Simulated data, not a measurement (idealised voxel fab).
Name of the process module below: voxel gate over fins
Section shown: cut. Width: 175 nm. Cell size: 5 nm, square.
Cross-sections here: square-cell grids, written as top-down lists of bands, a band being one or more rows of cells.
Top, bottom (nm), then materials left to right with widths (nm); lone material tagged "throughout" fills the whole band edge to edge; "blank" = empty space.
Measure heights from 0. That's the level where, below it, the as-received wafer is all one material. The lowest band is bottomless and extends downward; write it as in "from 0 down".
Width "30->40": first value at the band's top row of cells, second value at its bottom row, equal change from row to row.
What does "nothing altered" mean for a step? It means no cell of the cross-section changed in that step.
"Sealed voids" specifies each empty space that is not open to the top and that occupies no fewer than 8 cells, using the form width x height at distance, the distance measured from the left edge and all three quantities in nm.
Post-settings text on a step line: simulator's own remark regarding the step.
overlay nm, on a step with a mask: how far to the right of its planned place the mask lay; to the left if negative
**Process steps foreseen in the plan**
step 1: RECEIVE,material Si
step 2: CONFORMAL_DEP,material SiN,thk nm 10
step 3: MASKED_ETCH,tone cover,mask id FINS,width nm 15,pitch nm 45,etch materials SiN,depth nm 10,overlay nm 0
step 4: MASKED_ETCH,tone cover,mask id FINS,width nm 15,pitch nm 45,etch materials Si,depth nm 30,overlay nm -15
step 5: OXIDIZE,depth nm 5
step 6: FILL_DEP,material SiO2,thk nm 5
step 7: CMP,height nm 10
step 8: SELECTIVE_ETCH,etch materials SiO2,depth nm 20
step 9: STRIP,etch materials SiN
step 10: CONFORMAL_DEP,material HfO2,thk nm 5
step 11: CONFORMAL_DEP,material TiN,thk nm 5
step 12: CONFORMAL_DEP,material TiAl,thk nm 5
step 13: CONFORMAL_DEP,material TiN,thk nm 5
step 14: FILL_DEP,material W,thk nm 10
step 15: CMP,height nm 25
step 16: CONFORMAL_DEP,material SiCN,thk nm 5
What sets these wafers apart? The overlay nm at step 4. They all start alike, and the plan carries the first wafer's value.
**As-received state after step 1, first of several wafers, cross-section**
	from 0 down = Si throughout
	Sealed voids: none
**Shown in cross-section: the first of several wafers at the end of the module, after its last step, step 16**
	from 30 to 25 = SiCN throughout
	from 25 to 20 = W throughout
	from 20 to 15 = W 20  TiN 135  W 20
	from 15 to 10 = W 5  TiN 20  TiAl 35  TiN 10  TiAl 35  TiN 10  TiAl 35  TiN 5  W 20
	from 10 to 5 = TiN 10  TiAl 20  TiN 25  TiAl 20  TiN 25  TiAl 20  TiN 25  TiAl 5  TiN 25
	from 5 to 0 = TiAl 15  TiN 20  HfO2 15  TiN 5  TiAl 5  TiN 20  HfO2 15  TiN 5  TiAl 5  TiN 20  HfO2 15  TiN 5  TiAl 30
	from 0 to -5 = TiN 20  HfO2 20  Si 5  HfO2 5  TiN 15  HfO2 20  Si 5  HfO2 5  TiN 15  HfO2 20  Si 5  HfO2 5  TiN 35
	from -5 to -10 = HfO2 25  Si 20  HfO2 25  Si 20  HfO2 25  Si 20  HfO2 40
	from -10 to -35 = SiO2 25  Si 20  SiO2 25  Si 20  SiO2 25  Si 20  SiO2 40
	from -35 down = Si throughout
	Sealed voids: none
**Cross-section, last wafer, module completion**
	from 30 to 25 = SiCN throughout
	from 25 to 20 = W throughout
	from 20 to 15 = W 20  TiN 135  W 20
	from 15 to 10 = W 20  TiN 5  TiAl 35  TiN 10  TiAl 35  TiN 10  TiAl 35  TiN 20  W 5
	from 10 to 5 = TiN 25  TiAl 5  TiN 25  TiAl 20  TiN 25  TiAl 20  TiN 25  TiAl 20  TiN 10
	from 5 to 0 = TiAl 30  TiN 5  HfO2 15  TiN 20  TiAl 5  TiN 5  HfO2 15  TiN 20  TiAl 5  TiN 5  HfO2 15  TiN 20  TiAl 15
	from 0 to -5 = TiN 35  HfO2 5  Si 5  HfO2 20  TiN 15  HfO2 5  Si 5  HfO2 20  TiN 15  HfO2 5  Si 5  HfO2 20  TiN 20
	from -5 to -10 = HfO2 40  Si 20  HfO2 25  Si 20  HfO2 25  Si 20  HfO2 25
	from -10 to -35 = SiO2 40  Si 20  SiO2 25  Si 20  SiO2 25  Si 20  SiO2 25
	from -35 down = Si throughout
	Sealed voids: none
**Tabulated below, wafer by wafer, are the end-of-module results: for each material, the number of cells gained (+) or lost (-) relative to the as-received state, followed by the closed voids**
overlay nm -15, +47 HfO2, -170 Si, +35 SiCN, +115 SiO2, +45 TiAl, +90 TiN, +48 W, Sealed voids: none
overlay nm -10, +47 HfO2, -188 Si, +35 SiCN, +130 SiO2, +47 TiAl, +90 TiN, +49 W, Sealed voids: none
overlay nm -5, +47 HfO2, -206 Si, +35 SiCN, +145 SiO2, +47 TiAl, +92 TiN, +50 W, Sealed voids: none
overlay nm 0, +47 HfO2, -224 Si, +35 SiCN, +160 SiO2, +47 TiAl, +94 TiN, +51 W, Sealed voids: none
overlay nm 5, +47 HfO2, -206 Si, +35 SiCN, +145 SiO2, +47 TiAl, +92 TiN, +50 W, Sealed voids: none
overlay nm 10, +47 HfO2, -188 Si, +35 SiCN, +130 SiO2, +47 TiAl, +90 TiN, +49 W, Sealed voids: none
overlay nm 15, +47 HfO2, -170 Si, +35 SiCN, +115 SiO2, +45 TiAl, +90 TiN, +48 W, Sealed voids: none
